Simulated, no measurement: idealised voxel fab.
Proc. module: voxel wiring stack
Cross-section cut: width 255 nm, square cells of 5 nm.
Cross-section format: a grid of square cells, given as bands from top to bottom; each band is one or more rows of cells.
Look at the band entry: it leads with the top's height and the bottom's height in nm. Then it lists the materials left to right, with a width in nm for each. The word "everywhere" on a single material says that material fills the band edge to edge. The word "empty" is empty space.
For the purposes of this specification, 0 denotes the height below which the wafer in its as-received condition is composed wholly of one material, and the lowermost band, lacking a lower limit, extends downward without end, as expressed in "from 0 down".
Width "30 to 40": first value at the band's top row of cells, second value at its bottom row, equal change from row to row.
"no alterations made" for a step: no cell of the cross-section changed in that step.
"Fully sealed voids" means: voids of 8 cells or more that are shut off from the top with no open way through. Written width x height at distance, distance from the left edge, in nm.
Step line, after settings: the simulator's comment on this step.
overlay nm: for a step with a mask, the amount by which the mask lay right of where it was planned; a negative amount means left of it.
Process steps foreseen in the plan
1. op RECEIVE | material Si
2. op CONFORMAL_DEP | material SiO2 | thk nm 10
3. op CONFORMAL_DEP | material SiCN | thk nm 5
4. op DIRECTIONAL_DEP | material SiO2 | thk nm 20
5. op MASKED_ETCH | tone open | mask id METAL_1 | width nm 25 | pitch nm 55 | etch materials SiO2 | depth nm 20 | overlay nm 0
6. op MASKED_ETCH | tone open | mask id METAL_1 | width nm 25 | pitch nm 55 | etch materials SiCN | depth nm 5 | overlay nm 0
7. op CONFORMAL_DEP | material TiN | thk nm 5
8. op FILL_DEP | material W | thk nm 5
9. op CMP | height nm 35
10. op EPI | material Ru | thk nm 5
11. op FILL_DEP | material SiCN | thk nm 5
12. op DIRECTIONAL_DEP | material lowk | thk nm 25
13. op DIRECTIONAL_DEP | material aC | thk nm 10
14. op PATTERN | tone open | mask id METAL_2_HOLES | material resist | width nm 15 | pitch nm 55 | thk nm 30 | overlay nm 0
15. op DIRECTIONAL_ETCH | etch materials aC | depth nm 10
16. op STRIP | etch materials resist
17. op DIRECTIONAL_ETCH | etch materials lowk | depth nm 25
18. op STRIP | etch materials aC
19. op PATTERN | tone open | mask id METAL_2 | material resist | width nm 25 | pitch nm 55 | thk nm 20 | overlay nm 0
20. op DIRECTIONAL_ETCH | etch materials lowk | depth nm 15
21. op DIRECTIONAL_ETCH | etch materials SiCN | depth nm 5
22. op STRIP | etch materials resist
23. op CONFORMAL_DEP | material TiN | thk nm 5
24. op FILL_DEP | material Ru | thk nm 10
25. op CMP | height nm 70
26. op CONFORMAL_DEP | material SiCN | thk nm 5
27. op DIRECTIONAL_DEP | material lowk | thk nm 25
28. op DIRECTIONAL_DEP | material aC | thk nm 15
29. op PATTERN | tone open | mask id METAL_3 | material resist | width nm 25 | pitch nm 55 | thk nm 30 | overlay nm 0
30. op DIRECTIONAL_ETCH | etch materials aC | depth nm 15
31. op STRIP | etch materials resist
32. op DIRECTIONAL_ETCH | etch materials lowk | depth nm 15
33. op STRIP | etch materials aC
34. op PATTERN | tone open | mask id METAL_3_HOLES | material resist | width nm 15 | pitch nm 55 | thk nm 20 | overlay nm 0
35. op DIRECTIONAL_ETCH | etch materials lowk | depth nm 10
36. op DIRECTIONAL_ETCH | etch materials SiCN | depth nm 5
37. op STRIP | etch materials resist
38. op CONFORMAL_DEP | material TiN | thk nm 5
39. op FILL_DEP | material Cu | thk nm 10
40. op CMP | height nm 100
41. op CONFORMAL_DEP | material SiN | thk nm 5
Account of the first of two wafers, which was processed as intended
As-received state of the wafer in cross-section, equivalent to post-step 1
* from 0 down = Si everywhere
* Fully sealed voids: none
Step 2 done - wafer cross-section
* from 10 to 0 = SiO2 everywhere
* Everything under 0 stays put, no change at all.
Step 3 done - wafer cross-section
* from 15 to 10 = SiCN everywhere
* Everything under 10 stays put, no change at all.
Step 4 done - wafer cross-section
* from 35 to 15 = SiO2 everywhere
* Everything under 15 stays put, no change at all.
Step 5 done - wafer cross-section
* from 35 to 15 = 60 SiO2  25 empty  30 SiO2  25 empty  30 SiO2  25 empty  60 SiO2
* Everything under 15 stays put, no change at all.
Step 6 done - wafer cross-section
* from 35 to 15 = 60 SiO2  25 empty  30 SiO2  25 empty  30 SiO2  25 empty  60 SiO2
* from 15 to 10 = 60 SiCN  25 empty  30 SiCN  25 empty  30 SiCN  25 empty  60 SiCN
* Everything under 10 stays put, no change at all.
Step 7 done - wafer cross-section
* from 40 to 35 = 65 TiN  15 empty  40 TiN  15 empty  40 TiN  15 empty  65 TiN
* from 35 to 15 = 60 SiO2  5 TiN  15 empty  5 TiN  30 SiO2  5 TiN  15 empty  5 TiN  30 SiO2  5 TiN  15 empty  5 TiN  60 SiO2
* from 15 to 10 = 60 SiCN  25 TiN  30 SiCN  25 TiN  30 SiCN  25 TiN  60 SiCN
* Everything under 10 stays put, no change at all.
Step 8 done - wafer cross-section
* from 45 to 40 = W everywhere
* from 40 to 35 = 65 TiN  15 W  40 TiN  15 W  40 TiN  15 W  65 TiN
* from 35 to 15 = 60 SiO2  5 TiN  15 W  5 TiN  30 SiO2  5 TiN  15 W  5 TiN  30 SiO2  5 TiN  15 W  5 TiN  60 SiO2
* Everything under 15 stays put, no change at all.
Step 9 done - wafer cross-section
* from 35 to 15 = 60 SiO2  5 TiN  15 W  5 TiN  30 SiO2  5 TiN  15 W  5 TiN  30 SiO2  5 TiN  15 W  5 TiN  60 SiO2
* Everything under 15 stays put, no change at all.
Step 10 done - wafer cross-section
* from 40 to 35 = 55 empty  35 Ru  20 empty  35 Ru  20 empty  35 Ru  55 empty
* Everything under 35 stays put, no change at all.
Step 11 done - wafer cross-section
* from 45 to 40 = SiCN everywhere
* from 40 to 35 = 55 SiCN  35 Ru  20 SiCN  35 Ru  20 SiCN  35 Ru  55 SiCN
* Everything under 35 stays put, no change at all.
Step 12 done - wafer cross-section
* from 70 to 45 = lowk everywhere
* Everything under 45 stays put, no change at all.
Step 13 done - wafer cross-section
* from 80 to 70 = aC everywhere
* Everything under 70 stays put, no change at all.
Step 14 done - wafer cross-section
* from 110 to 80 = 60 resist  15 empty  40 resist  15 empty  40 resist  15 empty  70 resist
* Everything under 80 stays put, no change at all.
Step 15 done - wafer cross-section
* from 100 to 80 = 60 resist  15 empty  40 resist  15 empty  40 resist  15 empty  70 resist
* from 80 to 70 = 60 aC  15 empty  40 aC  15 empty  40 aC  15 empty  70 aC
* Everything under 70 stays put, no change at all.
Step 16 done - wafer cross-section
* from 80 to 70 = 60 aC  15 empty  40 aC  15 empty  40 aC  15 empty  70 aC
* Everything under 70 stays put, no change at all.
Step 17 done - wafer cross-section
* from 80 to 70 = 60 aC  15 empty  40 aC  15 empty  40 aC  15 empty  70 aC
* from 70 to 45 = 60 lowk  15 empty  40 lowk  15 empty  40 lowk  15 empty  70 lowk
* Everything under 45 stays put, no change at all.
Step 18 done - wafer cross-section
* from 70 to 45 = 60 lowk  15 empty  40 lowk  15 empty  40 lowk  15 empty  70 lowk
* Everything under 45 stays put, no change at all.
Step 19 done - wafer cross-section
* from 90 to 70 = 60 resist  25 empty  30 resist  25 empty  30 resist  25 empty  60 resist
* Everything under 70 stays put, no change at all.
Step 20 done - wafer cross-section
* from 90 to 70 = 60 resist  25 empty  30 resist  25 empty  30 resist  25 empty  60 resist
* from 70 to 55 = 60 lowk  25 empty  30 lowk  25 empty  30 lowk  25 empty  60 lowk
* Everything under 55 stays put, no change at all.
Step 21 done - wafer cross-section
* from 90 to 70 = 60 resist  25 empty  30 resist  25 empty  30 resist  25 empty  60 resist
* from 70 to 55 = 60 lowk  25 empty  30 lowk  25 empty  30 lowk  25 empty  60 lowk
* from 55 to 45 = 60 lowk  15 empty  40 lowk  15 empty  40 lowk  15 empty  70 lowk
* from 45 to 40 = 60 SiCN  15 empty  40 SiCN  15 empty  40 SiCN  15 empty  70 SiCN
* Everything under 40 stays put, no change at all.
Step 22 done - wafer cross-section
* from 70 to 55 = 60 lowk  25 empty  30 lowk  25 empty  30 lowk  25 empty  60 lowk
* Everything under 55 stays put, no change at all.
Step 23 done - wafer cross-section
* from 75 to 70 = 65 TiN  15 empty  40 TiN  15 empty  40 TiN  15 empty  65 TiN
* from 70 to 60 = 60 lowk  5 TiN  15 empty  5 TiN  30 lowk  5 TiN  15 empty  5 TiN  30 lowk  5 TiN  15 empty  5 TiN  60 lowk
* from 60 to 55 = 60 lowk  5 TiN  5 empty  15 TiN  30 lowk  5 TiN  5 empty  15 TiN  30 lowk  5 TiN  5 empty  15 TiN  60 lowk
* from 55 to 45 = 60 lowk  5 TiN  5 empty  5 TiN  40 lowk  5 TiN  5 empty  5 TiN  40 lowk  5 TiN  5 empty  5 TiN  70 lowk
* from 45 to 40 = 60 SiCN  15 TiN  40 SiCN  15 TiN  40 SiCN  15 TiN  70 SiCN
* Everything under 40 stays put, no change at all.
Step 24 done - wafer cross-section
* from 85 to 75 = Ru everywhere
* from 75 to 70 = 65 TiN  15 Ru  40 TiN  15 Ru  40 TiN  15 Ru  65 TiN
* from 70 to 60 = 60 lowk  5 TiN  15 Ru  5 TiN  30 lowk  5 TiN  15 Ru  5 TiN  30 lowk  5 TiN  15 Ru  5 TiN  60 lowk
* from 60 to 55 = 60 lowk  5 TiN  5 Ru  15 TiN  30 lowk  5 TiN  5 Ru  15 TiN  30 lowk  5 TiN  5 Ru  15 TiN  60 lowk
* from 55 to 45 = 60 lowk  5 TiN  5 Ru  5 TiN  40 lowk  5 TiN  5 Ru  5 TiN  40 lowk  5 TiN  5 Ru  5 TiN  70 lowk
* Everything under 45 stays put, no change at all.
Step 25 done - wafer cross-section
* from 70 to 60 = 60 lowk  5 TiN  15 Ru  5 TiN  30 lowk  5 TiN  15 Ru  5 TiN  30 lowk  5 TiN  15 Ru  5 TiN  60 lowk
* Everything under 60 stays put, no change at all.
Step 26 done - wafer cross-section
* from 75 to 70 = SiCN everywhere
* Everything under 70 stays put, no change at all.
Step 27 done - wafer cross-section
* from 100 to 75 = lowk everywhere
* Everything under 75 stays put, no change at all.
Step 28 done - wafer cross-section
* from 115 to 100 = aC everywhere
* Everything under 100 stays put, no change at all.
Step 29 done - wafer cross-section
* from 145 to 115 = 60 resist  25 empty  30 resist  25 empty  30 resist  25 empty  60 resist
* Everything under 115 stays put, no change at all.
Step 30 done - wafer cross-section
* from 130 to 115 = 60 resist  25 empty  30 resist  25 empty  30 resist  25 empty  60 resist
* from 115 to 100 = 60 aC  25 empty  30 aC  25 empty  30 aC  25 empty  60 aC
* Everything under 100 stays put, no change at all.
Step 31 done - wafer cross-section
* from 115 to 100 = 60 aC  25 empty  30 aC  25 empty  30 aC  25 empty  60 aC
* Everything under 100 stays put, no change at all.
Step 32 done - wafer cross-section
* from 115 to 100 = 60 aC  25 empty  30 aC  25 empty  30 aC  25 empty  60 aC
* from 100 to 85 = 60 lowk  25 empty  30 lowk  25 empty  30 lowk  25 empty  60 lowk
* Everything under 85 stays put, no change at all.
Step 33 done - wafer cross-section
* from 100 to 85 = 60 lowk  25 empty  30 lowk  25 empty  30 lowk  25 empty  60 lowk
* Everything under 85 stays put, no change at all.
Step 34 done - wafer cross-section
* from 120 to 100 = 60 resist  15 empty  40 resist  15 empty  40 resist  15 empty  70 resist
* from 100 to 85 = 60 lowk  15 empty  10 resist  30 lowk  15 empty  10 resist  30 lowk  15 empty  10 resist  60 lowk
* Everything under 85 stays put, no change at all.
Step 35 done - wafer cross-section
* from 120 to 100 = 60 resist  15 empty  40 resist  15 empty  40 resist  15 empty  70 resist
* from 100 to 85 = 60 lowk  15 empty  10 resist  30 lowk  15 empty  10 resist  30 lowk  15 empty  10 resist  60 lowk
* from 85 to 75 = 60 lowk  15 empty  40 lowk  15 empty  40 lowk  15 empty  70 lowk
* Everything under 75 stays put, no change at all.
Step 36 done - wafer cross-section
* from 120 to 100 = 60 resist  15 empty  40 resist  15 empty  40 resist  15 empty  70 resist
* from 100 to 85 = 60 lowk  15 empty  10 resist  30 lowk  15 empty  10 resist  30 lowk  15 empty  10 resist  60 lowk
* from 85 to 75 = 60 lowk  15 empty  40 lowk  15 empty  40 lowk  15 empty  70 lowk
* from 75 to 70 = 60 SiCN  15 empty  40 SiCN  15 empty  40 SiCN  15 empty  70 SiCN
* Everything under 70 stays put, no change at all.
Step 37 done - wafer cross-section
* from 100 to 85 = 60 lowk  25 empty  30 lowk  25 empty  30 lowk  25 empty  60 lowk
* Everything under 85 stays put, no change at all.
Step 38 done - wafer cross-section
* from 105 to 100 = 65 TiN  15 empty  40 TiN  15 empty  40 TiN  15 empty  65 TiN
* from 100 to 90 = 60 lowk  5 TiN  15 empty  5 TiN  30 lowk  5 TiN  15 empty  5 TiN  30 lowk  5 TiN  15 empty  5 TiN  60 lowk
* from 90 to 85 = 60 lowk  5 TiN  5 empty  15 TiN  30 lowk  5 TiN  5 empty  15 TiN  30 lowk  5 TiN  5 empty  15 TiN  60 lowk
* from 85 to 75 = 60 lowk  5 TiN  5 empty  5 TiN  40 lowk  5 TiN  5 empty  5 TiN  40 lowk  5 TiN  5 empty  5 TiN  70 lowk
* from 75 to 70 = 60 SiCN  15 TiN  40 SiCN  15 TiN  40 SiCN  15 TiN  70 SiCN
* Everything under 70 stays put, no change at all.
Step 39 done - wafer cross-section
* from 115 to 105 = Cu everywhere
* from 105 to 100 = 65 TiN  15 Cu  40 TiN  15 Cu  40 TiN  15 Cu  65 TiN
* from 100 to 90 = 60 lowk  5 TiN  15 Cu  5 TiN  30 lowk  5 TiN  15 Cu  5 TiN  30 lowk  5 TiN  15 Cu  5 TiN  60 lowk
* from 90 to 85 = 60 lowk  5 TiN  5 Cu  15 TiN  30 lowk  5 TiN  5 Cu  15 TiN  30 lowk  5 TiN  5 Cu  15 TiN  60 lowk
* from 85 to 75 = 60 lowk  5 TiN  5 Cu  5 TiN  40 lowk  5 TiN  5 Cu  5 TiN  40 lowk  5 TiN  5 Cu  5 TiN  70 lowk
* Everything under 75 stays put, no change at all.
Step 40 done - wafer cross-section
* from 100 to 90 = 60 lowk  5 TiN  15 Cu  5 TiN  30 lowk  5 TiN  15 Cu  5 TiN  30 lowk  5 TiN  15 Cu  5 TiN  60 lowk
* Everything under 90 stays put, no change at all.
Step 41 done - wafer cross-section
* from 105 to 100 = SiN everywhere
* Everything under 100 stays put, no change at all.
Second wafer: same start and same plan as the first, one execution error; identical to the first through step 5
Planned end of step 6: second wafer, cross-section
* from 35 to 15 = 60 SiO2  25 empty  30 SiO2  25 empty  30 SiO2  25 empty  60 SiO2
* from 15 to 10 = 60 SiCN  20 empty  35 SiCN  20 empty  35 SiCN  20 empty  65 SiCN
* Everything under 10 stays put, no change at all.
Planned end of step 7: second wafer, cross-section
* from 40 to 35 = 65 TiN  15 empty  40 TiN  15 empty  40 TiN  15 empty  65 TiN
* from 35 to 20 = 60 SiO2  5 TiN  15 empty  5 TiN  30 SiO2  5 TiN  15 empty  5 TiN  30 SiO2  5 TiN  15 empty  5 TiN  60 SiO2
* from 20 to 15 = 60 SiO2  5 TiN  10 empty  10 TiN  30 SiO2  5 TiN  10 empty  10 TiN  30 SiO2  5 TiN  10 empty  10 TiN  60 SiO2
* from 15 to 10 = 60 SiCN  20 TiN  35 SiCN  20 TiN  35 SiCN  20 TiN  65 SiCN
* Everything under 10 stays put, no change at all.
Planned end of step 8: second wafer, cross-section
* from 45 to 40 = W everywhere
* from 40 to 35 = 65 TiN  15 W  40 TiN  15 W  40 TiN  15 W  65 TiN
* from 35 to 20 = 60 SiO2  5 TiN  15 W  5 TiN  30 SiO2  5 TiN  15 W  5 TiN  30 SiO2  5 TiN  15 W  5 TiN  60 SiO2
* from 20 to 15 = 60 SiO2  5 TiN  10 W  10 TiN  30 SiO2  5 TiN  10 W  10 TiN  30 SiO2  5 TiN  10 W  10 TiN  60 SiO2
* Everything under 15 stays put, no change at all.
Planned end of step 9: second wafer, cross-section
* from 35 to 20 = 60 SiO2  5 TiN  15 W  5 TiN  30 SiO2  5 TiN  15 W  5 TiN  30 SiO2  5 TiN  15 W  5 TiN  60 SiO2
* Everything under 20 stays put, no change at all.
Planned end of step 10: second wafer, cross-section
* from 40 to 35 = 55 empty  35 Ru  20 empty  35 Ru  20 empty  35 Ru  55 empty
* Everything under 35 stays put, no change at all.
Planned end of step 11: second wafer, cross-section
* from 45 to 40 = SiCN everywhere
* from 40 to 35 = 55 SiCN  35 Ru  20 SiCN  35 Ru  20 SiCN  35 Ru  55 SiCN
* Everything under 35 stays put, no change at all.
Planned end of step 12: second wafer, cross-section
* from 70 to 45 = lowk everywhere
* Everything under 45 stays put, no change at all.
Planned end of step 13: second wafer, cross-section
* from 80 to 70 = aC everywhere
* Everything under 70 stays put, no change at all.
Planned end of step 14: second wafer, cross-section
* from 110 to 80 = 60 resist  15 empty  40 resist  15 empty  40 resist  15 empty  70 resist
* Everything under 80 stays put, no change at all.
Planned end of step 15: second wafer, cross-section
* from 100 to 80 = 60 resist  15 empty  40 resist  15 empty  40 resist  15 empty  70 resist
* from 80 to 70 = 60 aC  15 empty  40 aC  15 empty  40 aC  15 empty  70 aC
* Everything under 70 stays put, no change at all.
Planned end of step 16: second wafer, cross-section
* from 80 to 70 = 60 aC  15 empty  40 aC  15 empty  40 aC  15 empty  70 aC
* Everything under 70 stays put, no change at all.
Planned end of step 17: second wafer, cross-section
* from 80 to 70 = 60 aC  15 empty  40 aC  15 empty  40 aC  15 empty  70 aC
* from 70 to 45 = 60 lowk  15 empty  40 lowk  15 empty  40 lowk  15 empty  70 lowk
* Everything under 45 stays put, no change at all.
Planned end of step 18: second wafer, cross-section
* from 70 to 45 = 60 lowk  15 empty  40 lowk  15 empty  40 lowk  15 empty  70 lowk
* Everything under 45 stays put, no change at all.
Planned end of step 19: second wafer, cross-section
* from 90 to 70 = 60 resist  25 empty  30 resist  25 empty  30 resist  25 empty  60 resist
* Everything under 70 stays put, no change at all.
Planned end of step 20: second wafer, cross-section
* from 90 to 70 = 60 resist  25 empty  30 resist  25 empty  30 resist  25 empty  60 resist
* from 70 to 55 = 60 lowk  25 empty  30 lowk  25 empty  30 lowk  25 empty  60 lowk
* Everything under 55 stays put, no change at all.
Planned end of step 21: second wafer, cross-section
* from 90 to 70 = 60 resist  25 empty  30 resist  25 empty  30 resist  25 empty  60 resist
* from 70 to 55 = 60 lowk  25 empty  30 lowk  25 empty  30 lowk  25 empty  60 lowk
* from 55 to 45 = 60 lowk  15 empty  40 lowk  15 empty  40 lowk  15 empty  70 lowk
* from 45 to 40 = 60 SiCN  15 empty  40 SiCN  15 empty  40 SiCN  15 empty  70 SiCN
* Everything under 40 stays put, no change at all.
Planned end of step 22: second wafer, cross-section
* from 70 to 55 = 60 lowk  25 empty  30 lowk  25 empty  30 lowk  25 empty  60 lowk
* Everything under 55 stays put, no change at all.
Planned end of step 23: second wafer, cross-section
* from 75 to 70 = 65 TiN  15 empty  40 TiN  15 empty  40 TiN  15 empty  65 TiN
* from 70 to 60 = 60 lowk  5 TiN  15 empty  5 TiN  30 lowk  5 TiN  15 empty  5 TiN  30 lowk  5 TiN  15 empty  5 TiN  60 lowk
* from 60 to 55 = 60 lowk  5 TiN  5 empty  15 TiN  30 lowk  5 TiN  5 empty  15 TiN  30 lowk  5 TiN  5 empty  15 TiN  60 lowk
* from 55 to 45 = 60 lowk  5 TiN  5 empty  5 TiN  40 lowk  5 TiN  5 empty  5 TiN  40 lowk  5 TiN  5 empty  5 TiN  70 lowk
* from 45 to 40 = 60 SiCN  15 TiN  40 SiCN  15 TiN  40 SiCN  15 TiN  70 SiCN
* Everything under 40 stays put, no change at all.
Planned end of step 24: second wafer, cross-section
* from 85 to 75 = Ru everywhere
* from 75 to 70 = 65 TiN  15 Ru  40 TiN  15 Ru  40 TiN  15 Ru  65 TiN
* from 70 to 60 = 60 lowk  5 TiN  15 Ru  5 TiN  30 lowk  5 TiN  15 Ru  5 TiN  30 lowk  5 TiN  15 Ru  5 TiN  60 lowk
* from 60 to 55 = 60 lowk  5 TiN  5 Ru  15 TiN  30 lowk  5 TiN  5 Ru  15 TiN  30 lowk  5 TiN  5 Ru  15 TiN  60 lowk
* from 55 to 45 = 60 lowk  5 TiN  5 Ru  5 TiN  40 lowk  5 TiN  5 Ru  5 TiN  40 lowk  5 TiN  5 Ru  5 TiN  70 lowk
* Everything under 45 stays put, no change at all.
Planned end of step 25: second wafer, cross-section
* from 70 to 60 = 60 lowk  5 TiN  15 Ru  5 TiN  30 lowk  5 TiN  15 Ru  5 TiN  30 lowk  5 TiN  15 Ru  5 TiN  60 lowk
* Everything under 60 stays put, no change at all.
Planned end of step 26: second wafer, cross-section
* from 75 to 70 = SiCN everywhere
* Everything under 70 stays put, no change at all.
Planned end of step 27: second wafer, cross-section
* from 100 to 75 = lowk everywhere
* Everything under 75 stays put, no change at all.
Planned end of step 28: second wafer, cross-section
* from 115 to 100 = aC everywhere
* Everything under 100 stays put, no change at all.
Planned end of step 29: second wafer, cross-section
* from 145 to 115 = 60 resist  25 empty  30 resist  25 empty  30 resist  25 empty  60 resist
* Everything under 115 stays put, no change at all.
Planned end of step 30: second wafer, cross-section
* from 130 to 115 = 60 resist  25 empty  30 resist  25 empty  30 resist  25 empty  60 resist
* from 115 to 100 = 60 aC  25 empty  30 aC  25 empty  30 aC  25 empty  60 aC
* Everything under 100 stays put, no change at all.
Planned end of step 31: second wafer, cross-section
* from 115 to 100 = 60 aC  25 empty  30 aC  25 empty  30 aC  25 empty  60 aC
* Everything under 100 stays put, no change at all.
Planned end of step 32: second wafer, cross-section
* from 115 to 100 = 60 aC  25 empty  30 aC  25 empty  30 aC  25 empty  60 aC
* from 100 to 85 = 60 lowk  25 empty  30 lowk  25 empty  30 lowk  25 empty  60 lowk
* Everything under 85 stays put, no change at all.
Planned end of step 33: second wafer, cross-section
* from 100 to 85 = 60 lowk  25 empty  30 lowk  25 empty  30 lowk  25 empty  60 lowk
* Everything under 85 stays put, no change at all.
Planned end of step 34: second wafer, cross-section
* from 120 to 100 = 60 resist  15 empty  40 resist  15 empty  40 resist  15 empty  70 resist
* from 100 to 85 = 60 lowk  15 empty  10 resist  30 lowk  15 empty  10 resist  30 lowk  15 empty  10 resist  60 lowk
* Everything under 85 stays put, no change at all.
Planned end of step 35: second wafer, cross-section
* from 120 to 100 = 60 resist  15 empty  40 resist  15 empty  40 resist  15 empty  70 resist
* from 100 to 85 = 60 lowk  15 empty  10 resist  30 lowk  15 empty  10 resist  30 lowk  15 empty  10 resist  60 lowk
* from 85 to 75 = 60 lowk  15 empty  40 lowk  15 empty  40 lowk  15 empty  70 lowk
* Everything under 75 stays put, no change at all.
Planned end of step 36: second wafer, cross-section
* from 120 to 100 = 60 resist  15 empty  40 resist  15 empty  40 resist  15 empty  70 resist
* from 100 to 85 = 60 lowk  15 empty  10 resist  30 lowk  15 empty  10 resist  30 lowk  15 empty  10 resist  60 lowk
* from 85 to 75 = 60 lowk  15 empty  40 lowk  15 empty  40 lowk  15 empty  70 lowk
* from 75 to 70 = 60 SiCN  15 empty  40 SiCN  15 empty  40 SiCN  15 empty  70 SiCN
* Everything under 70 stays put, no change at all.
Planned end of step 37: second wafer, cross-section
* from 100 to 85 = 60 lowk  25 empty  30 lowk  25 empty  30 lowk  25 empty  60 lowk
* Everything under 85 stays put, no change at all.
Planned end of step 38: second wafer, cross-section
* from 105 to 100 = 65 TiN  15 empty  40 TiN  15 empty  40 TiN  15 empty  65 TiN
* from 100 to 90 = 60 lowk  5 TiN  15 empty  5 TiN  30 lowk  5 TiN  15 empty  5 TiN  30 lowk  5 TiN  15 empty  5 TiN  60 lowk
* from 90 to 85 = 60 lowk  5 TiN  5 empty  15 TiN  30 lowk  5 TiN  5 empty  15 TiN  30 lowk  5 TiN  5 empty  15 TiN  60 lowk
* from 85 to 75 = 60 lowk  5 TiN  5 empty  5 TiN  40 lowk  5 TiN  5 empty  5 TiN  40 lowk  5 TiN  5 empty  5 TiN  70 lowk
* from 75 to 70 = 60 SiCN  15 TiN  40 SiCN  15 TiN  40 SiCN  15 TiN  70 SiCN
* Everything under 70 stays put, no change at all.
Planned end of step 39: second wafer, cross-section
* from 115 to 105 = Cu everywhere
* from 105 to 100 = 65 TiN  15 Cu  40 TiN  15 Cu  40 TiN  15 Cu  65 TiN
* from 100 to 90 = 60 lowk  5 TiN  15 Cu  5 TiN  30 lowk  5 TiN  15 Cu  5 TiN  30 lowk  5 TiN  15 Cu  5 TiN  60 lowk
* from 90 to 85 = 60 lowk  5 TiN  5 Cu  15 TiN  30 lowk  5 TiN  5 Cu  15 TiN  30 lowk  5 TiN  5 Cu  15 TiN  60 lowk
* from 85 to 75 = 60 lowk  5 TiN  5 Cu  5 TiN  40 lowk  5 TiN  5 Cu  5 TiN  40 lowk  5 TiN  5 Cu  5 TiN  70 lowk
* Everything under 75 stays put, no change at all.
Planned end of step 40: second wafer, cross-section
* from 100 to 90 = 60 lowk  5 TiN  15 Cu  5 TiN  30 lowk  5 TiN  15 Cu  5 TiN  30 lowk  5 TiN  15 Cu  5 TiN  60 lowk
* Everything under 90 stays put, no change at all.
Planned end of step 41: second wafer, cross-section
* from 105 to 100 = SiN everywhere
* Everything under 100 stays put, no change at all.
Diagnosis: step 6 went in with a setting other than planned; the actual run was op MASKED_ETCH | tone open | mask id METAL_1 | width nm 25 | pitch nm 55 | etch materials SiCN | depth nm 5 | overlay nm -5
Materials where the second wafer ends with more or fewer cells than the first: SiCN +3; W -3
